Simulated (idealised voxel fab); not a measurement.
Documented hereafter: the process module known as voxel self aligned contacts.
The figure presents cross-section cut, which has a width of 300 nm and is divided into square cells with an edge length of 5 nm.
In this document a cross-section is written as a grid of square cells. It is given as a series of bands, listed from the top down, and a band is one or more rows of cells. Read a band's entry like this: the first values are the height of its top and the height of its bottom in nm, and what follows is the sequence of materials from left to right, each with its width in nm. Note that "air" is empty space, and that a single material marked "edge to edge" reaches across the band from edge to edge. Zero point of the height axis is 0; under it, received wafer = one material. Lowest band: continues down indefinitely, "z 0 and below". The two numbers in a width such as "30..40" mark its ends across the band: the first belongs to the top row of cells, the second to the bottom row, and from each row to the next the width moves by the same amount. Basically "nothing was modified" means that step didn't change any cell in the cross-section. Reported under the label "Closed void register" are the empty spaces having no open way to the top and comprising 8 cells or more; the notation for each is width x height at distance, in which the distance is measured from the left edge and all three values are in nm. Heads up: the bit after the settings on a step's line is the simulator's remark on that step. "overlay nm" on a masked step: distance the mask lay right of its planned place, negative for left.

HERE'S WHAT THE PLANNED PROCESS STEPS LOOK LIKE
1. RECEIVE (material Si)
2. OXIDIZE (depth nm 5)
3. DIRECTIONAL_DEP (material polySi; thk nm 20)
4. DIRECTIONAL_DEP (material SiN; thk nm 15)
5. MASKED_ETCH (tone cover; mask id GATE; width nm 25; pitch nm 60; etch materials SiN; depth nm 15; overlay nm 0)
6. MASKED_ETCH (tone cover; mask id GATE; width nm 25; pitch nm 60; etch materials polySi; depth nm 20; overlay nm 0)
7. CONFORMAL_DEP (material SiN; thk nm 5)
8. DIRECTIONAL_ETCH (etch materials SiN; depth nm 5)
9. FILL_DEP (material SiO2; thk nm 15)
10. CMP (height nm 40)
11. DIRECTIONAL_DEP (material aC; thk nm 10)
12. PATTERN (tone open; mask id CONTACT; material resist; width nm 45; thk nm 30; overlay nm 0)
13. DIRECTIONAL_ETCH (etch materials aC; depth nm 10)
14. STRIP (etch materials resist)
15. DIRECTIONAL_ETCH (etch materials SiO2; depth nm 45)
16. STRIP (etch materials aC)
17. CONFORMAL_DEP (material TiN; thk nm 5)
18. FILL_DEP (material Ru; thk nm 5)
19. CMP (height nm 40)
20. CONFORMAL_DEP (material SiN; thk nm 5)

FIRST OUT OF TWO WAFERS; RUN WENT TO PLAN

CROSS-SECTION: WAFER ON ARRIVAL = AFTER STEP 1
	z 0 and below | Si edge to edge
	Closed void register: none

UPON COMPLETION OF STEP 2, THE WAFER APPEARS IN CROSS-SECTION AS SHOWN
	z 0 to -5 | SiO2 edge to edge
	Everything below -5 is unchanged.

UPON COMPLETION OF STEP 3, THE WAFER APPEARS IN CROSS-SECTION AS SHOWN
	z 20 to 0 | polySi edge to edge
	Everything below 0 is unchanged.

UPON COMPLETION OF STEP 4, THE WAFER APPEARS IN CROSS-SECTION AS SHOWN
	z 35 to 20 | SiN edge to edge
	Everything below 20 is unchanged.

UPON COMPLETION OF STEP 5, THE WAFER APPEARS IN CROSS-SECTION AS SHOWN
	z 35 to 20 | air 105 nm, SiN 25 nm, air 35 nm, SiN 25 nm, air 110 nm
	Everything below 20 is unchanged.

UPON COMPLETION OF STEP 6, THE WAFER APPEARS IN CROSS-SECTION AS SHOWN
	z 35 to 20 | air 105 nm, SiN 25 nm, air 35 nm, SiN 25 nm, air 110 nm
	z 20 to 0 | air 105 nm, polySi 25 nm, air 35 nm, polySi 25 nm, air 110 nm
	Everything below 0 is unchanged.

UPON COMPLETION OF STEP 7, THE WAFER APPEARS IN CROSS-SECTION AS SHOWN
	z 40 to 20 | air 100 nm, SiN 35 nm, air 25 nm, SiN 35 nm, air 105 nm
	z 20 to 5 | air 100 nm, SiN 5 nm, polySi 25 nm, SiN 5 nm, air 25 nm, SiN 5 nm, polySi 25 nm, SiN 5 nm, air 105 nm
	z 5 to 0 | SiN 105 nm, polySi 25 nm, SiN 35 nm, polySi 25 nm, SiN 110 nm
	Everything below 0 is unchanged.

UPON COMPLETION OF STEP 8, THE WAFER APPEARS IN CROSS-SECTION AS SHOWN
	z 35 to 20 | air 100 nm, SiN 35 nm, air 25 nm, SiN 35 nm, air 105 nm
	z 20 to 0 | air 100 nm, SiN 5 nm, polySi 25 nm, SiN 5 nm, air 25 nm, SiN 5 nm, polySi 25 nm, SiN 5 nm, air 105 nm
	Everything below 0 is unchanged.

UPON COMPLETION OF STEP 9, THE WAFER APPEARS IN CROSS-SECTION AS SHOWN
	z 50 to 35 | SiO2 edge to edge
	z 35 to 20 | SiO2 100 nm, SiN 35 nm, SiO2 25 nm, SiN 35 nm, SiO2 105 nm
	z 20 to 0 | SiO2 100 nm, SiN 5 nm, polySi 25 nm, SiN 5 nm, SiO2 25 nm, SiN 5 nm, polySi 25 nm, SiN 5 nm, SiO2 105 nm
	Everything below 0 is unchanged.

UPON COMPLETION OF STEP 10, THE WAFER APPEARS IN CROSS-SECTION AS SHOWN
	z 40 to 35 | SiO2 edge to edge
	Everything below 35 is unchanged.

UPON COMPLETION OF STEP 11, THE WAFER APPEARS IN CROSS-SECTION AS SHOWN
	z 50 to 40 | aC edge to edge
	Everything below 40 is unchanged.

UPON COMPLETION OF STEP 12, THE WAFER APPEARS IN CROSS-SECTION AS SHOWN
	z 80 to 50 | resist 125 nm, air 45 nm, resist 130 nm
	Everything below 50 is unchanged.

UPON COMPLETION OF STEP 13, THE WAFER APPEARS IN CROSS-SECTION AS SHOWN
	z 70 to 50 | resist 125 nm, air 45 nm, resist 130 nm
	z 50 to 40 | aC 125 nm, air 45 nm, aC 130 nm
	Everything below 40 is unchanged.

UPON COMPLETION OF STEP 14, THE WAFER APPEARS IN CROSS-SECTION AS SHOWN
	z 50 to 40 | aC 125 nm, air 45 nm, aC 130 nm
	Everything below 40 is unchanged.

UPON COMPLETION OF STEP 15, THE WAFER APPEARS IN CROSS-SECTION AS SHOWN
	z 50 to 40 | aC 125 nm, air 45 nm, aC 130 nm
	z 40 to 35 | SiO2 125 nm, air 45 nm, SiO2 130 nm
	z 35 to 20 | SiO2 100 nm, SiN 35 nm, air 25 nm, SiN 35 nm, SiO2 105 nm
	z 20 to 0 | SiO2 100 nm, SiN 5 nm, polySi 25 nm, SiN 5 nm, air 25 nm, SiN 5 nm, polySi 25 nm, SiN 5 nm, SiO2 105 nm
	z 0 to -5 | SiO2 135 nm, air 25 nm, SiO2 140 nm
	Everything below -5 is unchanged.

UPON COMPLETION OF STEP 16, THE WAFER APPEARS IN CROSS-SECTION AS SHOWN
	z 40 to 35 | SiO2 125 nm, air 45 nm, SiO2 130 nm
	Everything below 35 is unchanged.

UPON COMPLETION OF STEP 17, THE WAFER APPEARS IN CROSS-SECTION AS SHOWN
	z 45 to 40 | TiN 130 nm, air 35 nm, TiN 135 nm
	z 40 to 35 | SiO2 125 nm, TiN 15 nm, air 15 nm, TiN 15 nm, SiO2 130 nm
	z 35 to 20 | SiO2 100 nm, SiN 35 nm, TiN 5 nm, air 15 nm, TiN 5 nm, SiN 35 nm, SiO2 105 nm
	z 20 to 0 | SiO2 100 nm, SiN 5 nm, polySi 25 nm, SiN 5 nm, TiN 5 nm, air 15 nm, TiN 5 nm, SiN 5 nm, polySi 25 nm, SiN 5 nm, SiO2 105 nm
	z 0 to -5 | SiO2 135 nm, TiN 25 nm, SiO2 140 nm
	Everything below -5 is unchanged.

UPON COMPLETION OF STEP 18, THE WAFER APPEARS IN CROSS-SECTION AS SHOWN
	z 50 to 45 | Ru edge to edge
	z 45 to 40 | TiN 130 nm, Ru 35 nm, TiN 135 nm
	z 40 to 35 | SiO2 125 nm, TiN 15 nm, Ru 15 nm, TiN 15 nm, SiO2 130 nm
	z 35 to 20 | SiO2 100 nm, SiN 35 nm, TiN 5 nm, Ru 15 nm, TiN 5 nm, SiN 35 nm, SiO2 105 nm
	z 20 to 0 | SiO2 100 nm, SiN 5 nm, polySi 25 nm, SiN 5 nm, TiN 5 nm, Ru 15 nm, TiN 5 nm, SiN 5 nm, polySi 25 nm, SiN 5 nm, SiO2 105 nm
	Everything below 0 is unchanged.

UPON COMPLETION OF STEP 19, THE WAFER APPEARS IN CROSS-SECTION AS SHOWN
	z 40 to 35 | SiO2 125 nm, TiN 15 nm, Ru 15 nm, TiN 15 nm, SiO2 130 nm
	Everything below 35 is unchanged.

UPON COMPLETION OF STEP 20, THE WAFER APPEARS IN CROSS-SECTION AS SHOWN
	z 45 to 40 | SiN edge to edge
	Everything below 40 is unchanged.

WAFER TWO. IDENTICAL START, IDENTICAL PLAN. ONE MISTAKE IN EXECUTION. IDENTICAL HISTORY THROUGH STEP 1

Cross-section of the second wafer at the time by which step 2 should have been completed according to the plan: nothing was modified

CROSS-SECTION OF THE SECOND WAFER AT THE TIME BY WHICH STEP 3 SHOULD HAVE BEEN COMPLETED ACCORDING TO THE PLAN
	z 20 to 0 | polySi edge to edge
	Everything below 0 is unchanged.

CROSS-SECTION OF THE SECOND WAFER AT THE TIME BY WHICH STEP 4 SHOULD HAVE BEEN COMPLETED ACCORDING TO THE PLAN
	z 35 to 20 | SiN edge to edge
	Everything below 20 is unchanged.

CROSS-SECTION OF THE SECOND WAFER AT THE TIME BY WHICH STEP 5 SHOULD HAVE BEEN COMPLETED ACCORDING TO THE PLAN
	z 35 to 20 | air 105 nm, SiN 25 nm, air 35 nm, SiN 25 nm, air 110 nm
	Everything below 20 is unchanged.

CROSS-SECTION OF THE SECOND WAFER AT THE TIME BY WHICH STEP 6 SHOULD HAVE BEEN COMPLETED ACCORDING TO THE PLAN
	z 35 to 20 | air 105 nm, SiN 25 nm, air 35 nm, SiN 25 nm, air 110 nm
	z 20 to 0 | air 105 nm, polySi 25 nm, air 35 nm, polySi 25 nm, air 110 nm
	Everything below 0 is unchanged.

CROSS-SECTION OF THE SECOND WAFER AT THE TIME BY WHICH STEP 7 SHOULD HAVE BEEN COMPLETED ACCORDING TO THE PLAN
	z 40 to 20 | air 100 nm, SiN 35 nm, air 25 nm, SiN 35 nm, air 105 nm
	z 20 to 5 | air 100 nm, SiN 5 nm, polySi 25 nm, SiN 5 nm, air 25 nm, SiN 5 nm, polySi 25 nm, SiN 5 nm, air 105 nm
	z 5 to 0 | SiN 105 nm, polySi 25 nm, SiN 35 nm, polySi 25 nm, SiN 110 nm
	Everything below 0 is unchanged.

CROSS-SECTION OF THE SECOND WAFER AT THE TIME BY WHICH STEP 8 SHOULD HAVE BEEN COMPLETED ACCORDING TO THE PLAN
	z 35 to 20 | air 100 nm, SiN 35 nm, air 25 nm, SiN 35 nm, air 105 nm
	z 20 to 0 | air 100 nm, SiN 5 nm, polySi 25 nm, SiN 5 nm, air 25 nm, SiN 5 nm, polySi 25 nm, SiN 5 nm, air 105 nm
	Everything below 0 is unchanged.

CROSS-SECTION OF THE SECOND WAFER AT THE TIME BY WHICH STEP 9 SHOULD HAVE BEEN COMPLETED ACCORDING TO THE PLAN
	z 50 to 35 | SiO2 edge to edge
	z 35 to 20 | SiO2 100 nm, SiN 35 nm, SiO2 25 nm, SiN 35 nm, SiO2 105 nm
	z 20 to 0 | SiO2 100 nm, SiN 5 nm, polySi 25 nm, SiN 5 nm, SiO2 25 nm, SiN 5 nm, polySi 25 nm, SiN 5 nm, SiO2 105 nm
	Everything below 0 is unchanged.

CROSS-SECTION OF THE SECOND WAFER AT THE TIME BY WHICH STEP 10 SHOULD HAVE BEEN COMPLETED ACCORDING TO THE PLAN
	z 40 to 35 | SiO2 edge to edge
	Everything below 35 is unchanged.

CROSS-SECTION OF THE SECOND WAFER AT THE TIME BY WHICH STEP 11 SHOULD HAVE BEEN COMPLETED ACCORDING TO THE PLAN
	z 50 to 40 | aC edge to edge
	Everything below 40 is unchanged.

CROSS-SECTION OF THE SECOND WAFER AT THE TIME BY WHICH STEP 12 SHOULD HAVE BEEN COMPLETED ACCORDING TO THE PLAN
	z 80 to 50 | resist 125 nm, air 45 nm, resist 130 nm
	Everything below 50 is unchanged.

CROSS-SECTION OF THE SECOND WAFER AT THE TIME BY WHICH STEP 13 SHOULD HAVE BEEN COMPLETED ACCORDING TO THE PLAN
	z 70 to 50 | resist 125 nm, air 45 nm, resist 130 nm
	z 50 to 40 | aC 125 nm, air 45 nm, aC 130 nm
	Everything below 40 is unchanged.

CROSS-SECTION OF THE SECOND WAFER AT THE TIME BY WHICH STEP 14 SHOULD HAVE BEEN COMPLETED ACCORDING TO THE PLAN
	z 50 to 40 | aC 125 nm, air 45 nm, aC 130 nm
	Everything below 40 is unchanged.

CROSS-SECTION OF THE SECOND WAFER AT THE TIME BY WHICH STEP 15 SHOULD HAVE BEEN COMPLETED ACCORDING TO THE PLAN
	z 50 to 40 | aC 125 nm, air 45 nm, aC 130 nm
	z 40 to 35 | SiO2 125 nm, air 45 nm, SiO2 130 nm
	z 35 to 20 | SiO2 100 nm, SiN 35 nm, air 25 nm, SiN 35 nm, SiO2 105 nm
	z 20 to 0 | SiO2 100 nm, SiN 5 nm, polySi 25 nm, SiN 5 nm, air 25 nm, SiN 5 nm, polySi 25 nm, SiN 5 nm, SiO2 105 nm
	Everything below 0 is unchanged.

CROSS-SECTION OF THE SECOND WAFER AT THE TIME BY WHICH STEP 16 SHOULD HAVE BEEN COMPLETED ACCORDING TO THE PLAN
	z 40 to 35 | SiO2 125 nm, air 45 nm, SiO2 130 nm
	Everything below 35 is unchanged.

CROSS-SECTION OF THE SECOND WAFER AT THE TIME BY WHICH STEP 17 SHOULD HAVE BEEN COMPLETED ACCORDING TO THE PLAN
	z 45 to 40 | TiN 130 nm, air 35 nm, TiN 135 nm
	z 40 to 35 | SiO2 125 nm, TiN 15 nm, air 15 nm, TiN 15 nm, SiO2 130 nm
	z 35 to 20 | SiO2 100 nm, SiN 35 nm, TiN 5 nm, air 15 nm, TiN 5 nm, SiN 35 nm, SiO2 105 nm
	z 20 to 5 | SiO2 100 nm, SiN 5 nm, polySi 25 nm, SiN 5 nm, TiN 5 nm, air 15 nm, TiN 5 nm, SiN 5 nm, polySi 25 nm, SiN 5 nm, SiO2 105 nm
	z 5 to 0 | SiO2 100 nm, SiN 5 nm, polySi 25 nm, SiN 5 nm, TiN 25 nm, SiN 5 nm, polySi 25 nm, SiN 5 nm, SiO2 105 nm
	Everything below 0 is unchanged.

CROSS-SECTION OF THE SECOND WAFER AT THE TIME BY WHICH STEP 18 SHOULD HAVE BEEN COMPLETED ACCORDING TO THE PLAN
	z 50 to 45 | Ru edge to edge
	z 45 to 40 | TiN 130 nm, Ru 35 nm, TiN 135 nm
	z 40 to 35 | SiO2 125 nm, TiN 15 nm, Ru 15 nm, TiN 15 nm, SiO2 130 nm
	z 35 to 20 | SiO2 100 nm, SiN 35 nm, TiN 5 nm, Ru 15 nm, TiN 5 nm, SiN 35 nm, SiO2 105 nm
	z 20 to 5 | SiO2 100 nm, SiN 5 nm, polySi 25 nm, SiN 5 nm, TiN 5 nm, Ru 15 nm, TiN 5 nm, SiN 5 nm, polySi 25 nm, SiN 5 nm, SiO2 105 nm
	Everything below 5 is unchanged.

CROSS-SECTION OF THE SECOND WAFER AT THE TIME BY WHICH STEP 19 SHOULD HAVE BEEN COMPLETED ACCORDING TO THE PLAN
	z 40 to 35 | SiO2 125 nm, TiN 15 nm, Ru 15 nm, TiN 15 nm, SiO2 130 nm
	Everything below 35 is unchanged.

CROSS-SECTION OF THE SECOND WAFER AT THE TIME BY WHICH STEP 20 SHOULD HAVE BEEN COMPLETED ACCORDING TO THE PLAN
	z 45 to 40 | SiN edge to edge
	Everything below 40 is unchanged.
What was the processing mistake? step 2 of the plan was omitted and not executed
Final comparison by cell count, materials where the second wafer has more or fewer than the first: 3 fewer of Ru; 60 more of Si; 55 fewer of SiO2; 2 fewer of TiN
